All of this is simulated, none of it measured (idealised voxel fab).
The following is a process module called voxel wiring stack.
This is section cut - it's 195 nm across, gridded in 5 nm square cells.
The cross-sections in this document take the form of a grid made of square cells. They are written out as bands, in order from top to bottom. Each band consists of one or more rows of cells. Top, bottom (nm), then materials left to right with widths (nm); lone material tagged "full width" fills the whole band edge to edge; "blank" = empty space. A quick word on heights: they are counted from 0, and under that level the wafer as it came to us is one material throughout. The lowest band is different from the rest in having no bottom; it simply continues downward, written as in "z 0 and below". The two numbers in a width such as "30->40" mark its ends across the band: the first belongs to the top row of cells, the second to the bottom row, and from each row to the next the width moves by the same amount. Given "no alterations made" for a step, no cell of the cross-section differs between before and after that step. What "Entrapped void list" gives you is every empty space of 8 cells or more that is cut off from the top. Each appears as width x height at distance, with the distance taken from the left edge and width, height and distance all in nm. Formally, on a step line, whatever follows the settings is a remark that the simulator itself makes on the step. On any step carrying a mask, the "overlay nm" setting, if present on the step's line, tells how far right of its planned place the mask lay; negative values point to the left.

The process steps that were planned are listed below:
1. op RECEIVE | material Si
2. op CONFORMAL_DEP | material SiO2 | thk nm 15
3. op DIRECTIONAL_DEP | material TiN | thk nm 5
4. op DIRECTIONAL_DEP | material Ru | thk nm 15
5. op PATTERN | tone cover | mask id METAL_1 | material resist | width nm 30 | pitch nm 45 | thk nm 20 | overlay nm 0
6. op DIRECTIONAL_ETCH | etch materials Ru | depth nm 15
7. op DIRECTIONAL_ETCH | etch materials TiN | depth nm 5
8. op STRIP | etch materials resist
9. op CONFORMAL_DEP | material SiCN | thk nm 5
10. op FILL_DEP | material SiO2 | thk nm 5
11. op CMP | height nm 35
12. op CONFORMAL_DEP | material SiCN | thk nm 5
13. op DIRECTIONAL_DEP | material SiO2 | thk nm 20
14. op PATTERN | tone open | mask id PLUG_1 | material resist | width nm 15 | pitch nm 90 | thk nm 15 | overlay nm 0
15. op DIRECTIONAL_ETCH | etch materials SiO2 | depth nm 20
16. op DIRECTIONAL_ETCH | etch materials SiCN | depth nm 5
17. op STRIP | etch materials resist
18. op EPI | material Ru | thk nm 10
19. op EPI | material Ru | thk nm 10
20. op EPI | material Ru | thk nm 5
21. op DIRECTIONAL_DEP | material TiN | thk nm 5
22. op DIRECTIONAL_DEP | material Ru | thk nm 20
23. op MASKED_ETCH | tone cover | mask id METAL_2 | width nm 30 | pitch nm 45 | etch materials Ru | depth nm 20 | overlay nm 0
24. op MASKED_ETCH | tone cover | mask id METAL_2 | width nm 30 | pitch nm 45 | etch materials TiN | depth nm 5 | overlay nm 0
25. op FILL_DEP | material SiO2 | thk nm 10
26. op CMP | height nm 85
27. op CONFORMAL_DEP | material SiN | thk nm 5

Cross-section of the wafer at receipt, which is the condition after step 1:
z 0 and below = Si full width
Entrapped void list: none

The cross-section shown corresponds to the wafer at the conclusion of the module. The initial structure and the process plan are those presented above; however, one mistake occurred in executing the plan:
z 90 to 85 = SiN full width
z 85 to 65 = 15 SiO2, 30 Ru, 15 SiO2, 30 Ru, 15 SiO2, 30 Ru, 15 SiO2, 30 Ru, 15 SiO2
z 65 to 60 = 15 SiO2, 30 TiN, 15 SiO2, 30 TiN, 15 SiO2, 30 TiN, 15 SiO2, 30 TiN, 15 SiO2
z 60 to 40 = 15 SiO2, 15 Ru, 75 SiO2, 15 Ru, 75 SiO2
z 40 to 35 = 15 SiCN, 15 Ru, 75 SiCN, 15 Ru, 75 SiCN
z 35 to 25 = 10 SiO2, 5 SiCN, 30 Ru, 5 SiCN, 5 SiO2, 5 SiCN, 30 Ru, 5 SiCN, 5 SiO2, 5 SiCN, 30 Ru, 5 SiCN, 5 SiO2, 5 SiCN, 30 Ru, 5 SiCN, 10 SiO2
z 25 to 20 = 15 SiCN, 30 Ru, 15 SiCN, 30 Ru, 15 SiCN, 30 Ru, 15 SiCN, 30 Ru, 15 SiCN
z 20 to 5 = SiO2 full width
z 5 to 0 = TiN full width
z 0 and below = Si full width
Entrapped void list: none
Deviation from plan: steps 2 and 3 traded places in the executed sequence
